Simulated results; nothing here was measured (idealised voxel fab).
The following is a process module called voxel gate over fins.
Cross-sectional view cut (width: 290 nm; square cell size: 5 nm).
A cross-section is written here as square cells arranged in a grid, and it is given in bands from the top down, each band taking up one or more rows of cells.
Read a band's entry like this: the first values are the height of its top and the height of its bottom in nm, and what follows is the sequence of materials from left to right, each with its width in nm. Note that "blank" is empty space, and that a single material marked "full width" reaches across the band from edge to edge.
Zero point of the height axis is 0; under it, received wafer = one material. Lowest band: continues down indefinitely, "top 0, no bottom".
Width "30..40": first value at the band's top row of cells, second value at its bottom row, equal change from row to row.
Where the words "everything unchanged" appear for a step, the cross-section shows no cell changed by that step; every cell remained as before.
Voids not open to the top, 8 cells minimum: see "Trapped voids". Written width x height at distance; distance is from the left edge; nm.
Text after the settings on a step's line: the simulator's own remark on that step.
The optional step-line setting "overlay nm" applies to steps with a mask and quantifies how far to the right of its planned location the mask lay, a negative value indicating leftward placement.

**Intended process steps**
1: RECEIVE with material Si
2: CONFORMAL_DEP with material SiN, thk nm 10
3: PATTERN with tone cover, mask id FINS, material resist, width nm 15, pitch nm 35, thk nm 20, overlay nm 0
4: DIRECTIONAL_ETCH with etch materials SiN, depth nm 10
5: DIRECTIONAL_ETCH with etch materials Si, depth nm 35
6: STRIP with etch materials resist
7: OXIDIZE with depth nm 5
8: FILL_DEP with material SiO2, thk nm 10
9: CMP with height nm 0
10: SELECTIVE_ETCH with etch materials SiO2, depth nm 25
11: STRIP with etch materials SiN
12: CONFORMAL_DEP with material HfO2, thk nm 5
13: CONFORMAL_DEP with material TiN, thk nm 5
14: FILL_DEP with material W, thk nm 10
15: CMP with height nm 15
16: CONFORMAL_DEP with material SiCN, thk nm 10
Heads up: all these wafers start the same, and what changes between them is the height nm in step 9. The value you see in the plan is just what the first wafer got.

**As-received state after step 1, first of several wafers, cross-section**
  top 0, no bottom = Si full width
  Trapped voids: none

**End of module, by wafer: material-by-material cell gain (+) or loss (-) since receipt, then closed voids**
height nm 0 | +78 HfO2 | -448 Si | +116 SiCN | +168 SiO2 | +78 TiN | +298 W | Trapped voids: none
height nm 5 | +74 HfO2 | -448 Si | +116 SiCN | +224 SiO2 | +74 TiN | +250 W | Trapped voids: none
height nm 10 | +70 HfO2 | -448 Si | +116 SiCN | +280 SiO2 | +70 TiN | +202 W | Trapped voids: none
height nm 15 | +66 HfO2 | -448 Si | +116 SiCN | +336 SiO2 | +66 TiN | +154 W | Trapped voids: none
height nm 20 | +62 HfO2 | -448 Si | +116 SiCN | +392 SiO2 | +62 TiN | +106 W | Trapped voids: none
